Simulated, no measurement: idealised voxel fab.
Herein follows the process module entitled voxel self aligned contacts.
The figure presents cross-section cut, which has a width of 255 nm and is divided into square cells with an edge length of 5 nm.
In this document a cross-section is written as a grid of square cells. It is given as a series of bands, listed from the top down, and a band is one or more rows of cells.
Top height, bottom height, nm. Materials left to right, width each, nm. Single material + "throughout" = fills band edge to edge. "blank" = empty.
It should be noted that heights are counted from 0, beneath which the wafer as supplied is of one material throughout, and that the lowest band possesses no lower boundary but continues downward, as written in "from 0 down".
A two-number width, for instance "30..40", indicates that the width is equal to the first number in the top row of the band and to the second number in the bottom row, and that it changes by a constant amount per row of cells.
Take "nothing was modified" at face value: in the step it is given for, the cross-section changed in none of its cells.
The list in "Closed void register" covers empty spaces of 8 cells or more that cannot reach the top through any open way, and it gives each as width x height at distance; the distance is from the left edge, and width, height and distance are in nm.
It should be noted that, on the line of a given step, the content following the step's settings is a remark produced by the simulator itself with respect to that step.
overlay nm: where the mask lay relative to plan, measured to the right, on steps with a mask; negatives go left.

The planned process steps are enumerated hereunder
1,RECEIVE with material Si
2,OXIDIZE with depth nm 5
3,DIRECTIONAL_DEP with material polySi, thk nm 20
4,DIRECTIONAL_DEP with material SiN, thk nm 20
5,DIRECTIONAL_DEP with material aC, thk nm 10
6,PATTERN with tone cover, mask id GATE, material resist, width nm 35, pitch nm 60, thk nm 30, overlay nm 0
7,DIRECTIONAL_ETCH with etch materials aC, depth nm 10
8,STRIP with etch materials resist
9,DIRECTIONAL_ETCH with etch materials SiN, depth nm 20
10,DIRECTIONAL_ETCH with etch materials polySi, depth nm 20
11,STRIP with etch materials aC
12,CONFORMAL_DEP with material SiN, thk nm 5
13,DIRECTIONAL_ETCH with etch materials SiN, depth nm 5
14,FILL_DEP with material SiO2, thk nm 15
15,CMP with height nm 45
16,DIRECTIONAL_DEP with material aC, thk nm 10
17,PATTERN with tone open, mask id CONTACT, material resist, width nm 35, pitch nm 60, thk nm 25, overlay nm 0
18,DIRECTIONAL_ETCH with etch materials aC, depth nm 10
19,STRIP with etch materials resist
20,DIRECTIONAL_ETCH with etch materials SiO2, depth nm 50
21,STRIP with etch materials aC
22,CONFORMAL_DEP with material TiN, thk nm 5
23,FILL_DEP with material W, thk nm 10
24,CMP with height nm 45
25,CONFORMAL_DEP with material SiCN, thk nm 5

Concerning the first of two wafers, which was run in accordance with the plan

As received, after step 1
    from 0 down  Si throughout
    Closed void register: none

Sectional view: wafer, after step 2
    from 0 to -5  SiO2 throughout
    Anything lower than -5 is untouched.

Sectional view: wafer, after step 3
    from 20 to 0  polySi throughout
    Anything lower than 0 is untouched.

Sectional view: wafer, after step 4
    from 40 to 20  SiN throughout
    Anything lower than 20 is untouched.

Sectional view: wafer, after step 5
    from 50 to 40  aC throughout
    Anything lower than 40 is untouched.

Sectional view: wafer, after step 6
    from 80 to 50  blank=50, then resist=35, then blank=25, then resist=35, then blank=25, then resist=35, then blank=50
    Anything lower than 50 is untouched.

Sectional view: wafer, after step 7
    from 70 to 50  blank=50, then resist=35, then blank=25, then resist=35, then blank=25, then resist=35, then blank=50
    from 50 to 40  blank=50, then aC=35, then blank=25, then aC=35, then blank=25, then aC=35, then blank=50
    Anything lower than 40 is untouched.

Sectional view: wafer, after step 8
    from 50 to 40  blank=50, then aC=35, then blank=25, then aC=35, then blank=25, then aC=35, then blank=50
    Anything lower than 40 is untouched.

Sectional view: wafer, after step 9
    from 50 to 40  blank=50, then aC=35, then blank=25, then aC=35, then blank=25, then aC=35, then blank=50
    from 40 to 20  blank=50, then SiN=35, then blank=25, then SiN=35, then blank=25, then SiN=35, then blank=50
    Anything lower than 20 is untouched.

Sectional view: wafer, after step 10
    from 50 to 40  blank=50, then aC=35, then blank=25, then aC=35, then blank=25, then aC=35, then blank=50
    from 40 to 20  blank=50, then SiN=35, then blank=25, then SiN=35, then blank=25, then SiN=35, then blank=50
    from 20 to 0  blank=50, then polySi=35, then blank=25, then polySi=35, then blank=25, then polySi=35, then blank=50
    Anything lower than 0 is untouched.

Sectional view: wafer, after step 11
    from 40 to 20  blank=50, then SiN=35, then blank=25, then SiN=35, then blank=25, then SiN=35, then blank=50
    Anything lower than 20 is untouched.

Sectional view: wafer, after step 12
    from 45 to 20  blank=45, then SiN=45, then blank=15, then SiN=45, then blank=15, then SiN=45, then blank=45
    from 20 to 5  blank=45, then SiN=5, then polySi=35, then SiN=5, then blank=15, then SiN=5, then polySi=35, then SiN=5, then blank=15, then SiN=5, then polySi=35, then SiN=5, then blank=45
    from 5 to 0  SiN=50, then polySi=35, then SiN=25, then polySi=35, then SiN=25, then polySi=35, then SiN=50
    Anything lower than 0 is untouched.

Sectional view: wafer, after step 13
    from 40 to 20  blank=45, then SiN=45, then blank=15, then SiN=45, then blank=15, then SiN=45, then blank=45
    from 20 to 0  blank=45, then SiN=5, then polySi=35, then SiN=5, then blank=15, then SiN=5, then polySi=35, then SiN=5, then blank=15, then SiN=5, then polySi=35, then SiN=5, then blank=45
    Anything lower than 0 is untouched.

Sectional view: wafer, after step 14
    from 55 to 40  SiO2 throughout
    from 40 to 20  SiO2=45, then SiN=45, then SiO2=15, then SiN=45, then SiO2=15, then SiN=45, then SiO2=45
    from 20 to 0  SiO2=45, then SiN=5, then polySi=35, then SiN=5, then SiO2=15, then SiN=5, then polySi=35, then SiN=5, then SiO2=15, then SiN=5, then polySi=35, then SiN=5, then SiO2=45
    Anything lower than 0 is untouched.

Sectional view: wafer, after step 15
    from 45 to 40  SiO2 throughout
    Anything lower than 40 is untouched.

Sectional view: wafer, after step 16
    from 55 to 45  aC throughout
    Anything lower than 45 is untouched.

Sectional view: wafer, after step 17
    from 80 to 55  resist=80, then blank=35, then resist=25, then blank=35, then resist=80
    Anything lower than 55 is untouched.

Sectional view: wafer, after step 18
    from 70 to 55  resist=80, then blank=35, then resist=25, then blank=35, then resist=80
    from 55 to 45  aC=80, then blank=35, then aC=25, then blank=35, then aC=80
    Anything lower than 45 is untouched.

Sectional view: wafer, after step 19
    from 55 to 45  aC=80, then blank=35, then aC=25, then blank=35, then aC=80
    Anything lower than 45 is untouched.

Sectional view: wafer, after step 20
    from 55 to 45  aC=80, then blank=35, then aC=25, then blank=35, then aC=80
    from 45 to 40  SiO2=80, then blank=35, then SiO2=25, then blank=35, then SiO2=80
    from 40 to 20  SiO2=45, then SiN=45, then blank=15, then SiN=45, then blank=15, then SiN=45, then SiO2=45
    from 20 to 0  SiO2=45, then SiN=5, then polySi=35, then SiN=5, then blank=15, then SiN=5, then polySi=35, then SiN=5, then blank=15, then SiN=5, then polySi=35, then SiN=5, then SiO2=45
    from 0 to -5  SiO2=90, then blank=15, then SiO2=45, then blank=15, then SiO2=90
    Anything lower than -5 is untouched.

Sectional view: wafer, after step 21
    from 45 to 40  SiO2=80, then blank=35, then SiO2=25, then blank=35, then SiO2=80
    Anything lower than 40 is untouched.

Sectional view: wafer, after step 22
    from 50 to 45  TiN=85, then blank=25, then TiN=35, then blank=25, then TiN=85
    from 45 to 40  SiO2=80, then TiN=15, then blank=5, then TiN=15, then SiO2=25, then TiN=15, then blank=5, then TiN=15, then SiO2=80
    from 40 to 20  SiO2=45, then SiN=45, then TiN=5, then blank=5, then TiN=5, then SiN=45, then TiN=5, then blank=5, then TiN=5, then SiN=45, then SiO2=45
    from 20 to 0  SiO2=45, then SiN=5, then polySi=35, then SiN=5, then TiN=5, then blank=5, then TiN=5, then SiN=5, then polySi=35, then SiN=5, then TiN=5, then blank=5, then TiN=5, then SiN=5, then polySi=35, then SiN=5, then SiO2=45
    from 0 to -5  SiO2=90, then TiN=15, then SiO2=45, then TiN=15, then SiO2=90
    Anything lower than -5 is untouched.

Sectional view: wafer, after step 23
    from 60 to 50  W throughout
    from 50 to 45  TiN=85, then W=25, then TiN=35, then W=25, then TiN=85
    from 45 to 40  SiO2=80, then TiN=15, then W=5, then TiN=15, then SiO2=25, then TiN=15, then W=5, then TiN=15, then SiO2=80
    from 40 to 20  SiO2=45, then SiN=45, then TiN=5, then W=5, then TiN=5, then SiN=45, then TiN=5, then W=5, then TiN=5, then SiN=45, then SiO2=45
    from 20 to 0  SiO2=45, then SiN=5, then polySi=35, then SiN=5, then TiN=5, then W=5, then TiN=5, then SiN=5, then polySi=35, then SiN=5, then TiN=5, then W=5, then TiN=5, then SiN=5, then polySi=35, then SiN=5, then SiO2=45
    Anything lower than 0 is untouched.

Sectional view: wafer, after step 24
    from 45 to 40  SiO2=80, then TiN=15, then W=5, then TiN=15, then SiO2=25, then TiN=15, then W=5, then TiN=15, then SiO2=80
    Anything lower than 40 is untouched.

Sectional view: wafer, after step 25
    from 50 to 45  SiCN throughout
    Anything lower than 45 is untouched.

Wafer two of the pair: same origin, same plan, one error during the run; identical to wafer one up to and including step 23

X-section, second wafer, when step 24 was due to finish: nothing was modified

X-section, second wafer, when step 25 was due to finish
    from 65 to 60  SiCN throughout
    Anything lower than 60 is untouched.
What went wrong in running the wafer? step 24 of the plan got skipped, so it never ran
Counted in cells at the end, the second wafer holds more or fewer of these materials than the first: TiN +41; W +112
